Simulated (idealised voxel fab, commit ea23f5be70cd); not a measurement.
The following is a process module called voxel self aligned contacts.
The width of the displayed cross-section, cut, is 195 nm; its cells are square, with a size of 5 nm.
Cross-section = grid of square cells, listed top down in bands; band = one or more rows. Heads up on the band format: heights come first, top then bottom, in nm. After that it's the materials left to right, each with its width in nm. A single material flagged "edge to edge" fills the whole band edge to edge, and "air" means there's empty space there. Note: height 0 marks the level under which the wafer is uniformly one material as received. Lowest band unbounded below, written "0 -> down". Graded width ("30->40"): value in top row of band = first number; value in bottom row = second number; row-to-row change constant. The designation "nothing changed", where it is given for a processing step, indicates that no cell of the cross-section was altered in the course of that step. Listed in "Cavities, closed": every empty space of 8 or more cells without an open way to the top. Form: width x height at distance, the distance being from the left edge, all in nm. It should be noted that, on the line of a given step, the content following the step's settings is a remark produced by the simulator itself with respect to that step. overlay nm: mask offset rightward from planned place, masked step; negative means leftward offset.
The process steps that were planned are listed below:
1: RECEIVE, material Si
2: CONFORMAL_DEP, material SiO2, thk nm 5
3: DIRECTIONAL_DEP, material polySi, thk nm 20
4: DIRECTIONAL_DEP, material SiN, thk nm 15
5: PATTERN, tone cover, mask id GATE, material resist, width nm 30, pitch nm 65, thk nm 15, overlay nm 0
6: DIRECTIONAL_ETCH, etch materials SiN, depth nm 15
7: DIRECTIONAL_ETCH, etch materials polySi, depth nm 20
8: STRIP, etch materials resist
9: CONFORMAL_DEP, material SiN, thk nm 5
10: DIRECTIONAL_ETCH, etch materials SiN, depth nm 5
11: FILL_DEP, material SiO2, thk nm 15
12: CMP, height nm 50
13: PATTERN, tone open, mask id CONTACT, material resist, width nm 45, thk nm 20, overlay nm 0
14: DIRECTIONAL_ETCH, etch materials SiO2, depth nm 50
15: STRIP, etch materials resist
16: CONFORMAL_DEP, material TiN, thk nm 5
17: FILL_DEP, material Ru, thk nm 5
18: CMP, height nm 50
19: CONFORMAL_DEP, material SiCN, thk nm 5
Delivered wafer in cross-section: state after step 1:
> 0 -> down | Si edge to edge
> Cavities, closed: none
Cross-sectional view of the first of the two wafers upon completion of the module, processed in accordance with the plan:
> 55 -> 50 | SiCN edge to edge
> 50 -> 40 | SiO2: 75 / TiN: 5->15 / Ru: 35->15 / TiN: 5->15 / SiO2: 75
> 40 -> 25 | SiO2: 45 / SiN: 40 / TiN: 5 / Ru: 15 / TiN: 5 / SiN: 40 / SiO2: 45
> 25 -> 5 | SiO2: 45 / SiN: 5 / polySi: 30 / SiN: 5 / TiN: 5 / Ru: 15 / TiN: 5 / SiN: 5 / polySi: 30 / SiN: 5 / SiO2: 45
> 5 -> 0 | SiO2: 85 / TiN: 25 / SiO2: 85
> 0 -> down | Si edge to edge
> Cavities, closed: none
Wafer two (of two), end-of-module cross-section: start = wafer one, plan = wafer one, one run mistake:
> 55 -> 50 | SiCN edge to edge
> 50 -> 45 | SiO2: 45 / SiN: 40 / TiN: 5 / Ru: 15 / TiN: 5 / SiN: 40 / SiO2: 45
> 45 -> 40 | SiO2: 45 / SiN: 40 / TiN: 25 / SiN: 40 / SiO2: 45
> 40 -> 25 | SiN edge to edge
> 25 -> 5 | polySi edge to edge
> 5 -> 0 | SiO2 edge to edge
> 0 -> down | Si edge to edge
> Cavities, closed: none
It is concluded that the wafer was processed incorrectly with respect to the plan, in that heads up, step 4 of the plan got done twice
End check, counted in cells, second wafer has more or fewer of these materials than the first: -28 Ru; +85 SiN; -145 SiO2; -20 TiN; +108 polySi
